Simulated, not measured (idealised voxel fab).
The process module presented herein is designated voxel tone inversion.
FYI the section here is cut, 250 nm wide, cells are 5 nm squares.
Format of a cross-section: grid, square cells. Given as bands. Order: top down. Band: one or more rows of cells. The entry gives the band's vertical extent as a top height and a bottom height in nm, then its horizontal make-up as materials from left to right, each with a width in nm. "air" stands for empty space; a single material marked "full width" fills the band edge to edge. Height reference: 0 = level under which incoming wafer is all one material. Lowest band: no bottom, runs on downward, e.g. "0..down". Think of "30 to 40" as a width that walks from the first number to the second as you go down the band, top row to bottom row, taking equal-sized steps from row to row. Any step labelled "remained the same" changed none of the cells in the cross-section. Listed in "Voids, fully enclosed": every empty space of 8 or more cells without an open way to the top. Form: width x height at distance, the distance being from the left edge, all in nm. Anything after a step's settings on that line? It's the simulator's own note about the step. overlay nm: mask offset rightward from planned place, masked step; negative means leftward offset.
[Intended process steps]
step 1: RECEIVE,material Si
step 2: CONFORMAL_DEP,material SiN,thk nm 5
step 3: DIRECTIONAL_DEP,material aC,thk nm 20
step 4: PATTERN,tone cover,mask id POSTS,material resist,width nm 20,pitch nm 45,thk nm 30,overlay nm 0
step 5: DIRECTIONAL_ETCH,etch materials aC,depth nm 20
step 6: STRIP,etch materials resist
step 7: FILL_DEP,material SiO2,thk nm 5
step 8: CMP,height nm 25
step 9: STRIP,etch materials aC
step 10: CONFORMAL_DEP,material TiN,thk nm 5
step 11: FILL_DEP,material W,thk nm 5
step 12: CMP,height nm 25
step 13: CONFORMAL_DEP,material SiCN,thk nm 5
[Shown in cross-section is the wafer as received, that is, as it stands after step 1]
  0..down | Si full width
  Voids, fully enclosed: none
[Cross-section: first of two wafers, module finished, run according to plan]
  30..25 | SiCN full width
  25..10 | 90 SiO2, then 5 TiN, then 10 W, then 5 TiN, then 25 SiO2, then 5 TiN, then 10 W, then 5 TiN, then 95 SiO2
  10..5 | 90 SiO2, then 20 TiN, then 25 SiO2, then 20 TiN, then 95 SiO2
  5..0 | SiN full width
  0..down | Si full width
  Voids, fully enclosed: none
[Second wafer cross-section at end of module - shared start and plan with the first, one mistake in the run]
  30..25 | SiCN full width
  25..20 | SiO2 full width
  20..0 | 90 SiO2, then 20 aC, then 25 SiO2, then 20 aC, then 95 SiO2
  0..down | Si full width
  Voids, fully enclosed: none
Short version of what went wrong: step 2 was dropped from the plan's execution and never run
Cell-count delta at end, second wafer over first, by material: SiN -50, SiO2 +50, TiN -20, W -12, aC +32
